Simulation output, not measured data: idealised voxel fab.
Presented below is a process module, voxel ribs on slabs.
Cross-section cut spans 240 nm and uses square cells 5 nm in size.
In what follows, cross-sections appear as grids of square cells, described through bands that run from the top down, where every band is one or more rows of cells.
It is stipulated that each band's entry specify, in nanometres, the height of the top of the band and then that of its bottom, followed by the materials of the band in left-to-right sequence, each together with its width in nanometres. A single material marked by the word "everywhere" is understood to fill the band from edge to edge; the word "blank" is understood to denote empty space.
Height is counted from the level 0, under which the received wafer is composed throughout of one material. The lowest of the bands is not closed at the bottom but continues downward, in the notation "0 and below".
Top row gets the first number, bottom row gets the second, and each row in between changes by the same step: that is how a band width like "30..40" works.
No cell of the cross-section changed in a step that is given as "remained the same".
"Catalogued sealed voids": empty spaces of 8 cells or more with no open way to the top, each given as width x height at distance, distance from the left edge, all in nm.
Whatever follows a step's settings on its line is a remark the simulator itself makes about that step.
overlay nm: where the mask lay relative to plan, measured to the right, on steps with a mask; negatives go left.

### Process steps (planned)
1) RECEIVE with material Si
2) DIRECTIONAL_DEP with material SiO2, thk nm 30
3) DIRECTIONAL_DEP with material SiN, thk nm 20
4) MASKED_ETCH with tone cover, mask id RIB, width nm 30, etch materials SiN, depth nm 10, overlay nm 0
5) PATTERN with tone cover, mask id SLAB, material resist, width nm 70, thk nm 15, overlay nm 0
6) DIRECTIONAL_ETCH with etch materials SiN, depth nm 10
7) STRIP with etch materials resist
8) FILL_DEP with material SiO2, thk nm 25
9) CMP with height nm 65
10) DIRECTIONAL_DEP with material TiN, thk nm 5
11) MASKED_ETCH with tone cover, mask id HEATER, width nm 40, etch materials TiN, depth nm 5, overlay nm 0
12) CONFORMAL_DEP with material SiN, thk nm 10

### On the first of the two wafers: run conducted according to plan

### Cross-section of the incoming wafer, state after step 1
- 0 and below  Si everywhere
- Catalogued sealed voids: none

### So this is the wafer cross-section right after step 2
- 30 down to 0  SiO2 everywhere
- Nothing below the height 0 has changed.

### So this is the wafer cross-section right after step 3
- 50 down to 30  SiN everywhere
- Nothing below the height 30 has changed.

### So this is the wafer cross-section right after step 4
- 50 down to 40  blank 105 nm | SiN 30 nm | blank 105 nm
- Nothing below the height 40 has changed.

### So this is the wafer cross-section right after step 5
- 65 down to 50  blank 85 nm | resist 70 nm | blank 85 nm
- 50 down to 40  blank 85 nm | resist 20 nm | SiN 30 nm | resist 20 nm | blank 85 nm
- Nothing below the height 40 has changed.

### So this is the wafer cross-section right after step 6
- 65 down to 50  blank 85 nm | resist 70 nm | blank 85 nm
- 50 down to 40  blank 85 nm | resist 20 nm | SiN 30 nm | resist 20 nm | blank 85 nm
- 40 down to 30  blank 85 nm | SiN 70 nm | blank 85 nm
- Nothing below the height 30 has changed.

### So this is the wafer cross-section right after step 7
- 50 down to 40  blank 105 nm | SiN 30 nm | blank 105 nm
- Nothing below the height 40 has changed.

### So this is the wafer cross-section right after step 8
- 75 down to 50  SiO2 everywhere
- 50 down to 40  SiO2 105 nm | SiN 30 nm | SiO2 105 nm
- 40 down to 30  SiO2 85 nm | SiN 70 nm | SiO2 85 nm
- Nothing below the height 30 has changed.

### So this is the wafer cross-section right after step 9
- 65 down to 50  SiO2 everywhere
- Nothing below the height 50 has changed.

### So this is the wafer cross-section right after step 10
- 70 down to 65  TiN everywhere
- Nothing below the height 65 has changed.

### So this is the wafer cross-section right after step 11
- 70 down to 65  blank 100 nm | TiN 40 nm | blank 100 nm
- Nothing below the height 65 has changed.

### So this is the wafer cross-section right after step 12
- 80 down to 75  blank 90 nm | SiN 60 nm | blank 90 nm
- 75 down to 70  SiN everywhere
- 70 down to 65  SiN 100 nm | TiN 40 nm | SiN 100 nm
- Nothing below the height 65 has changed.

### Second wafer: same start and same plan as the first, one execution error; identical to the first through step 2

### The second wafer cut through, at the time step 3 was supposed to be finished
- 70 down to 30  SiN everywhere
- Nothing below the height 30 has changed.

### The second wafer cut through, at the time step 4 was supposed to be finished
- 70 down to 60  blank 105 nm | SiN 30 nm | blank 105 nm
- Nothing below the height 60 has changed.

### The second wafer cut through, at the time step 5 was supposed to be finished
- 85 down to 70  blank 85 nm | resist 70 nm | blank 85 nm
- 70 down to 60  blank 85 nm | resist 20 nm | SiN 30 nm | resist 20 nm | blank 85 nm
- Nothing below the height 60 has changed.

### The second wafer cut through, at the time step 6 was supposed to be finished
- 85 down to 70  blank 85 nm | resist 70 nm | blank 85 nm
- 70 down to 60  blank 85 nm | resist 20 nm | SiN 30 nm | resist 20 nm | blank 85 nm
- 60 down to 50  blank 85 nm | SiN 70 nm | blank 85 nm
- Nothing below the height 50 has changed.

### The second wafer cut through, at the time step 7 was supposed to be finished
- 70 down to 60  blank 105 nm | SiN 30 nm | blank 105 nm
- Nothing below the height 60 has changed.

### The second wafer cut through, at the time step 8 was supposed to be finished
- 95 down to 70  SiO2 everywhere
- 70 down to 60  SiO2 105 nm | SiN 30 nm | SiO2 105 nm
- 60 down to 50  SiO2 85 nm | SiN 70 nm | SiO2 85 nm
- Nothing below the height 50 has changed.

### The second wafer cut through, at the time step 9 was supposed to be finished
- 65 down to 60  SiO2 105 nm | SiN 30 nm | SiO2 105 nm
- Nothing below the height 60 has changed.

### The second wafer cut through, at the time step 10 was supposed to be finished
- 70 down to 65  TiN everywhere
- Nothing below the height 65 has changed.

### The second wafer cut through, at the time step 11 was supposed to be finished
- 70 down to 65  blank 100 nm | TiN 40 nm | blank 100 nm
- Nothing below the height 65 has changed.

### The second wafer cut through, at the time step 12 was supposed to be finished
- 80 down to 75  blank 90 nm | SiN 60 nm | blank 90 nm
- 75 down to 70  SiN everywhere
- 70 down to 65  SiN 100 nm | TiN 40 nm | SiN 100 nm
- Nothing below the height 65 has changed.
Processing error: twice over, step 3 of the plan was run
Materials where the second wafer ends with more or fewer cells than the first: SiN: 186 more; SiO2: 186 fewer
